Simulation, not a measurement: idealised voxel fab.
Herein follows the process module entitled voxel capacitor over wiring.
For reference, the cross-section in this document is cut, with width 290 nm and square cells of 5 nm.
If you're reading a cross-section in this doc, picture square cells in a grid; it comes to you as bands, top ones listed first down to the bottom, and a band can be one or more rows of cells.
For a band, the entry starts with two heights in nm, that of the top and then that of the bottom, and carries on with the band's materials in order from left to right, each alongside its width in nm; the word "everywhere" beside a single material means it fills the band edge to edge, and "air" means empty space.
The reference from which all heights are counted is 0, the level beneath which the as-received wafer is entirely one material; the lowest band, having no lower bound, proceeds downward and is written after the example "z 0 and below".
Width "30 to 40": first value at the band's top row of cells, second value at its bottom row, equal change from row to row.
Any step labelled "nothing got changed" changed none of the cells in the cross-section.
You'll see "Sealed internal cavities" listing empty spaces that have no way open to the top, as long as they're 8 cells or more; the notation is width x height at distance, where the distance is from the left edge, and all of it is in nm.
Where a step's line continues beyond its settings, the continuation is a remark by the simulator itself on that step.
Each step line may optionally specify "overlay nm", which for a step with a mask gives the rightward distance between the mask's planned place and where it lay, a negative value indicating the leftward direction.
STEPS PLANNED FOR THE PROCESS
step 1: RECEIVE: material Si
step 2: CONFORMAL_DEP: material SiO2, thk nm 15
step 3: DIRECTIONAL_DEP: material TiN, thk nm 5
step 4: DIRECTIONAL_DEP: material W, thk nm 25
step 5: DIRECTIONAL_DEP: material aC, thk nm 15
step 6: PATTERN: tone cover, mask id METAL_1, material resist, width nm 30, pitch nm 90, thk nm 30, overlay nm 0
step 7: DIRECTIONAL_ETCH: etch materials aC, depth nm 15
step 8: STRIP: etch materials resist
step 9: DIRECTIONAL_ETCH: etch materials W, depth nm 25
step 10: DIRECTIONAL_ETCH: etch materials TiN, depth nm 5
step 11: STRIP: etch materials aC
step 12: FILL_DEP: material SiO2, thk nm 5
step 13: CMP: height nm 45
step 14: CONFORMAL_DEP: material SiCN, thk nm 5
step 15: DIRECTIONAL_DEP: material lowk, thk nm 10
step 16: MASKED_ETCH: tone open, mask id PLUG_1, width nm 15, etch materials lowk, depth nm 20, overlay nm 0
step 17: MASKED_ETCH: tone open, mask id PLUG_1, width nm 15, etch materials SiCN, depth nm 5, overlay nm 0
step 18: CONFORMAL_DEP: material TiN, thk nm 5
step 19: FILL_DEP: material W, thk nm 10
step 20: CMP: height nm 70
step 21: DIRECTIONAL_DEP: material TiN, thk nm 10
step 22: DIRECTIONAL_DEP: material Al2O3, thk nm 5
step 23: DIRECTIONAL_DEP: material TiN, thk nm 10
step 24: DIRECTIONAL_DEP: material aC, thk nm 15
step 25: PATTERN: tone cover, mask id UPPER_PLATE, material resist, width nm 65, thk nm 35, overlay nm 0
step 26: DIRECTIONAL_ETCH: etch materials aC, depth nm 15
step 27: STRIP: etch materials resist
step 28: DIRECTIONAL_ETCH: etch materials TiN, depth nm 10
step 29: DIRECTIONAL_ETCH: etch materials Al2O3, depth nm 5
step 30: STRIP: etch materials aC
step 31: PATTERN: tone cover, mask id LOWER_PLATE, material resist, width nm 75, thk nm 15, overlay nm 0
step 32: DIRECTIONAL_ETCH: etch materials TiN, depth nm 10
step 33: STRIP: etch materials resist
step 34: FILL_DEP: material SiO2, thk nm 15
step 35: CMP: height nm 105
step 36: MASKED_ETCH: tone open, mask id PLUG_2, width nm 15, etch materials SiO2, depth nm 10, overlay nm 0
step 37: CONFORMAL_DEP: material TiN, thk nm 5
step 38: FILL_DEP: material Cu, thk nm 5
step 39: CMP: height nm 105
step 40: CONFORMAL_DEP: material SiCN, thk nm 5
varied across the wafers: thk nm of step 15. The plan shows the first wafer's value. All wafers start alike
CROSS-SECTION OF THE FIRST INCOMING WAFER OF SEVERAL, STATE AFTER STEP 1
    z 0 and below  Si everywhere
    Sealed internal cavities: none
THE ROWS OF THE TABLE BELOW ARE WAFERS. LOOKING AT THE END OF THE MODULE, A ROW COUNTS, FOR EVERY MATERIAL, THE CELLS THE WAFER HAS GAINED, SHOWN AS (+), OR LOST, SHOWN AS (-), SINCE IT WAS RECEIVED; ITS CLOSED VOIDS COME NEXT
thk nm 10 | +13 Al2O3 | +1 Cu | +113 SiCN | +781 SiO2 | +137 TiN | +121 W | +110 lowk | Sealed internal cavities: none
thk nm 15 | +13 Al2O3 | +1 Cu | +113 SiCN | +781 SiO2 | +139 TiN | +64 W | +165 lowk | Sealed internal cavities: none
thk nm 20 | +13 Al2O3 | +1 Cu | +113 SiCN | +781 SiO2 | +84 TiN | +64 W | +220 lowk | Sealed internal cavities: none
thk nm 25 | +13 Al2O3 | +1 Cu | +116 SiCN | +781 SiO2 | +80 TiN | +62 W | +223 lowk | Sealed internal cavities: none
thk nm 30 | +13 Al2O3 | +1 Cu | +116 SiCN | +781 SiO2 | +78 TiN | +61 W | +226 lowk | Sealed internal cavities: none
thk nm 35 | +13 Al2O3 | +1 Cu | +116 SiCN | +781 SiO2 | +76 TiN | +60 W | +229 lowk | Sealed internal cavities: none
